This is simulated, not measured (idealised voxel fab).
The following process module bears the name voxel capacitor over wiring.
We display cut, a cross-section 240 nm in width whose square cells are each 5 nm.
Cross-section = grid of square cells, listed top down in bands; band = one or more rows. Heads up on the band format: heights come first, top then bottom, in nm. After that it's the materials left to right, each with its width in nm. A single material flagged "all across" fills the whole band edge to edge, and "empty" means there's empty space there. Below 0: as-received wafer, all one material; heights counted from there. Lowest band: no bottom, goes on down, written "0..down". Per-row width for "30..40": begins at first number (top row of band), ends at second number (bottom row), increment between rows held constant. Key: "no alterations made" - step with no changed cell in the cross-section. Any empty space of 8 cells or more lacking an open way to the top shows up in "Enclosed void entries" as width x height at distance, distance from the left edge, in nm. That trailing text on a step's line, after the settings, is the simulator's own remark on the step. overlay nm: where the mask lay relative to plan, measured to the right, on steps with a mask; negatives go left.
-- Set out below are the planned steps of the process
1,RECEIVE, material Si
2,CONFORMAL_DEP, material SiO2, thk nm 10
3,CONFORMAL_DEP, material SiN, thk nm 5
4,DIRECTIONAL_DEP, material lowk, thk nm 25
5,MASKED_ETCH, tone open, mask id METAL_1, width nm 20, pitch nm 80, etch materials lowk, depth nm 25, overlay nm 0
6,MASKED_ETCH, tone open, mask id METAL_1, width nm 20, pitch nm 80, etch materials SiN, depth nm 5, overlay nm 0
7,CONFORMAL_DEP, material TiN, thk nm 5
8,FILL_DEP, material Cu, thk nm 5
9,CMP, height nm 40
10,EPI, material Ru, thk nm 5
11,FILL_DEP, material SiCN, thk nm 5
12,DIRECTIONAL_DEP, material SiO2, thk nm 10
13,PATTERN, tone open, mask id PLUG_1, material resist, width nm 15, thk nm 15, overlay nm 0
14,DIRECTIONAL_ETCH, etch materials SiO2, depth nm 10
15,DIRECTIONAL_ETCH, etch materials SiCN, depth nm 5
16,STRIP, etch materials resist
17,CONFORMAL_DEP, material TiN, thk nm 5
18,FILL_DEP, material Ru, thk nm 5
19,CMP, height nm 60
20,DIRECTIONAL_DEP, material TiN, thk nm 5
21,DIRECTIONAL_DEP, material HfO2, thk nm 5
22,DIRECTIONAL_DEP, material TiN, thk nm 10
23,MASKED_ETCH, tone cover, mask id UPPER_PLATE, width nm 65, etch materials TiN, depth nm 10, overlay nm 0
24,MASKED_ETCH, tone cover, mask id UPPER_PLATE, width nm 65, etch materials HfO2, depth nm 5, overlay nm 0
25,MASKED_ETCH, tone cover, mask id LOWER_PLATE, width nm 75, etch materials TiN, depth nm 5, overlay nm 0
26,FILL_DEP, material SiO2, thk nm 20
27,CMP, height nm 95
28,PATTERN, tone open, mask id PLUG_2, material resist, width nm 15, thk nm 20, overlay nm 0
29,DIRECTIONAL_ETCH, etch materials SiO2, depth nm 15
30,STRIP, etch materials resist
31,CONFORMAL_DEP, material TiN, thk nm 5
32,FILL_DEP, material Cu, thk nm 5
33,CMP, height nm 95
34,CONFORMAL_DEP, material SiCN, thk nm 5
The value of thk nm given for step 34 in the plan refers to the first wafer; the wafers vary in this setting and are alike at the start.
-- The as-received cross-section of the first of several wafers corresponds to the state after step 1
- 0..down = Si all across
- Enclosed void entries: none
-- Take a look at the first of several wafers in cross-section: the module is done, and step 34 was its last step
- 100..95 = SiCN all across
- 95..85 = 85 of SiO2; 5 of TiN; 5 of Cu; 5 of TiN; 140 of SiO2
- 85..80 = 85 of SiO2; 15 of TiN; 140 of SiO2
- 80..70 = 75 of SiO2; 65 of TiN; 100 of SiO2
- 70..65 = 75 of SiO2; 65 of HfO2; 100 of SiO2
- 65..60 = 70 of SiO2; 75 of TiN; 95 of SiO2
- 60..50 = 75 of SiO2; 5 of TiN; 5 of Ru; 5 of TiN; 150 of SiO2
- 50..45 = 75 of SiCN; 15 of TiN; 150 of SiCN
- 45..40 = 65 of SiCN; 30 of Ru; 50 of SiCN; 30 of Ru; 65 of SiCN
- 40..15 = 70 of lowk; 5 of TiN; 10 of Cu; 5 of TiN; 60 of lowk; 5 of TiN; 10 of Cu; 5 of TiN; 70 of lowk
- 15..10 = 70 of SiN; 20 of TiN; 60 of SiN; 20 of TiN; 70 of SiN
- 10..0 = SiO2 all across
- 0..down = Si all across
- Enclosed void entries: none
-- The final wafer, sectioned at module end
- 115..95 = SiCN all across
- 95..85 = 85 of SiO2; 5 of TiN; 5 of Cu; 5 of TiN; 140 of SiO2
- 85..80 = 85 of SiO2; 15 of TiN; 140 of SiO2
- 80..70 = 75 of SiO2; 65 of TiN; 100 of SiO2
- 70..65 = 75 of SiO2; 65 of HfO2; 100 of SiO2
- 65..60 = 70 of SiO2; 75 of TiN; 95 of SiO2
- 60..50 = 75 of SiO2; 5 of TiN; 5 of Ru; 5 of TiN; 150 of SiO2
- 50..45 = 75 of SiCN; 15 of TiN; 150 of SiCN
- 45..40 = 65 of SiCN; 30 of Ru; 50 of SiCN; 30 of Ru; 65 of SiCN
- 40..15 = 70 of lowk; 5 of TiN; 10 of Cu; 5 of TiN; 60 of lowk; 5 of TiN; 10 of Cu; 5 of TiN; 70 of lowk
- 15..10 = 70 of SiN; 20 of TiN; 60 of SiN; 20 of TiN; 70 of SiN
- 10..0 = SiO2 all across
- 0..down = Si all across
- Enclosed void entries: none
-- What follows is a table in which each wafer occupies a row; for the wafer as it stands at the close of the module, the row states, material by material, how many cells have been gained (+) or lost (-) since receipt, and then gives its closed voids
thk nm 5, +22 Cu, +13 HfO2, +14 Ru, +129 SiCN, +40 SiN, +459 SiO2, +83 TiN, +200 lowk, Enclosed void entries: none
thk nm 10, +22 Cu, +13 HfO2, +14 Ru, +177 SiCN, +40 SiN, +459 SiO2, +83 TiN, +200 lowk, Enclosed void entries: none
thk nm 15, +22 Cu, +13 HfO2, +14 Ru, +225 SiCN, +40 SiN, +459 SiO2, +83 TiN, +200 lowk, Enclosed void entries: none
thk nm 20, +22 Cu, +13 HfO2, +14 Ru, +273 SiCN, +40 SiN, +459 SiO2, +83 TiN, +200 lowk, Enclosed void entries: none
